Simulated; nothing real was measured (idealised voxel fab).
Process module under the name voxel ribs on slabs
Xsec cut, 210 nm wide, square cell size 5 nm.
Notation: cross-section as square-cell grid; stated in bands, top first, going down; one or more cell rows per band.
Top height, bottom height, nm. Materials left to right, width each, nm. Single material + "edge to edge" = fills band edge to edge. "blank" = empty.
Measure heights from 0. That's the level where, below it, the as-received wafer is all one material. The lowest band is bottomless and extends downward; write it as in "0 nm and below".
The two numbers in a width such as "30..40" mark its ends across the band: the first belongs to the top row of cells, the second to the bottom row, and from each row to the next the width moves by the same amount.
Step marked "all unchanged"? Then no cell in the cross-section changed in it.
This entry, "Enclosed void inventory", enumerates those empty regions of no fewer than 8 cells that possess no open connection to the top. Each region is reported in the form width x height at distance, the distance being taken from the left edge, with all three quantities expressed in nm.
On each step's line, the part that comes after the settings is the simulator's own comment on the step.
On any step carrying a mask, the "overlay nm" setting, if present on the step's line, tells how far right of its planned place the mask lay; negative values point to the left.
Listed below are the process steps as planned
1: RECEIVE, material Si
2: DIRECTIONAL_DEP, material SiO2, thk nm 25
3: DIRECTIONAL_DEP, material SiN, thk nm 25
4: DIRECTIONAL_DEP, material aC, thk nm 10
5: PATTERN, tone cover, mask id RIB, material resist, width nm 15, thk nm 25, overlay nm 0
6: DIRECTIONAL_ETCH, etch materials aC, depth nm 10
7: STRIP, etch materials resist
8: DIRECTIONAL_ETCH, etch materials SiN, depth nm 20
9: STRIP, etch materials aC
10: PATTERN, tone cover, mask id SLAB, material resist, width nm 45, thk nm 15, overlay nm 0
11: DIRECTIONAL_ETCH, etch materials SiN, depth nm 5
12: STRIP, etch materials resist
13: FILL_DEP, material SiO2, thk nm 20
14: CMP, height nm 60
15: DIRECTIONAL_DEP, material W, thk nm 10
16: MASKED_ETCH, tone cover, mask id HEATER, width nm 25, etch materials W, depth nm 10, overlay nm 0
17: CONFORMAL_DEP, material SiO2, thk nm 5
Shown in cross-section is the wafer as received, that is, as it stands after step 1
0 nm and below = Si edge to edge
Enclosed void inventory: none
First of two wafers: cross-section at end of module, run per plan
75 nm to 70 nm = blank 85, SiO2 35, blank 90
70 nm to 65 nm = blank 85, SiO2 5, W 25, SiO2 5, blank 90
65 nm to 60 nm = SiO2 90, W 25, SiO2 95
60 nm to 50 nm = SiO2 edge to edge
50 nm to 30 nm = SiO2 95, SiN 15, SiO2 100
30 nm to 25 nm = SiO2 80, SiN 45, SiO2 85
25 nm to 0 nm = SiO2 edge to edge
0 nm and below = Si edge to edge
Enclosed void inventory: none
This is the second of the two wafers, cross-sectioned at the end of the module; it started exactly like the first and was given the same plan, but it was run with one mistake
75 nm to 70 nm = blank 85, SiO2 35, blank 90
70 nm to 65 nm = blank 85, SiO2 5, W 25, SiO2 5, blank 90
65 nm to 60 nm = SiO2 90, W 25, SiO2 95
60 nm to 50 nm = SiO2 edge to edge
50 nm to 30 nm = SiO2 95, SiN 15, SiO2 100
30 nm to 25 nm = SiO2 70, SiN 45, SiO2 95
25 nm to 0 nm = SiO2 edge to edge
0 nm and below = Si edge to edge
Enclosed void inventory: none
Processing error: for step 10, the planned setting was not used; the step was instead run as PATTERN, tone cover, mask id SLAB, material resist, width nm 45, thk nm 15, overlay nm -10
Final state: per-material cell counts identical on both wafers; locations differ.
